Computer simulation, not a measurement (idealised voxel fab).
The process module presented herein is designated voxel quadruple lines.
For reference, the cross-section in this document is cut, with width 275 nm and square cells of 5 nm.
This document writes a cross-section as a grid whose cells are square, and gives it as bands, listed from the top down; one or more rows of cells form a band.
The band entry comprises the height of the band's top followed by the height of its bottom, expressed in nm, and subsequently the band's materials from left to right, each stated together with its width in nm. Where a single material is marked with the word "edge to edge", that material fills the band from edge to edge. The word "empty" represents empty space.
Ref level 0: as-received wafer is one material below here. Bottom band extends down with no lower bound ("0 -> down").
Quick explanation for "30..40": the width changes in equal steps down the rows of cells, from the first number in the band's top row to the second number in its bottom row.
What does "no change" mean for a step? It means no cell of the cross-section changed in that step.
In "Sealed internal voids" the enclosed voids are listed, meaning empty spaces of 8 cells or larger without any opening to the top. The form is width x height at distance, distance from the left edge, units nm.
Past the settings on a step's line: simulator remark, on that step.
"overlay nm" on a masked step: distance the mask lay right of its planned place, negative for left.
These are the steps we planned for the process:
1) RECEIVE | material Si
2) CONFORMAL_DEP | material SiO2 | thk nm 10
3) DIRECTIONAL_DEP | material W | thk nm 10
4) DIRECTIONAL_DEP | material polySi | thk nm 15
5) DIRECTIONAL_DEP | material aC | thk nm 25
6) PATTERN | tone cover | mask id MANDREL | material resist | width nm 30 | thk nm 35 | overlay nm 0
7) DIRECTIONAL_ETCH | etch materials aC | depth nm 25
8) STRIP | etch materials resist
9) CONFORMAL_DEP | material SiO2 | thk nm 10
10) DIRECTIONAL_ETCH | etch materials SiO2 | depth nm 10
11) STRIP | etch materials aC
12) DIRECTIONAL_ETCH | etch materials polySi | depth nm 15
13) STRIP | etch materials SiO2
14) CONFORMAL_DEP | material SiCN | thk nm 10
15) DIRECTIONAL_ETCH | etch materials SiCN | depth nm 10
16) STRIP | etch materials polySi
17) DIRECTIONAL_ETCH | etch materials W | depth nm 10
18) STRIP | etch materials SiCN
Incoming wafer, cross-sectional view, post step 1:
- 0 -> down = Si edge to edge
- Sealed internal voids: none
first wafer at the end, as planned:
- 20 -> 10 = 100 of empty / 10 of W / 10 of empty / 10 of W / 10 of empty / 10 of W / 10 of empty / 10 of W / 105 of empty
- 10 -> 0 = SiO2 edge to edge
- 0 -> down = Si edge to edge
- Sealed internal voids: none
Now the second wafer, cross-sectioned at the end of the module. Nothing different at the start, nothing different in the plan compared with the first, just one mistake when it was actually run:
- 20 -> 10 = 95 of empty / 10 of W / 10 of empty / 10 of W / 10 of empty / 10 of W / 10 of empty / 10 of W / 110 of empty
- 10 -> 0 = SiO2 edge to edge
- 0 -> down = Si edge to edge
- Sealed internal voids: none
The plan and the run diverged here: step 6 went in with a setting other than planned; the actual run was PATTERN | tone cover | mask id MANDREL | material resist | width nm 30 | thk nm 35 | overlay nm -5
So at the finish, the second wafer's got exactly as many cells of each material as the first, just not in the same spots.
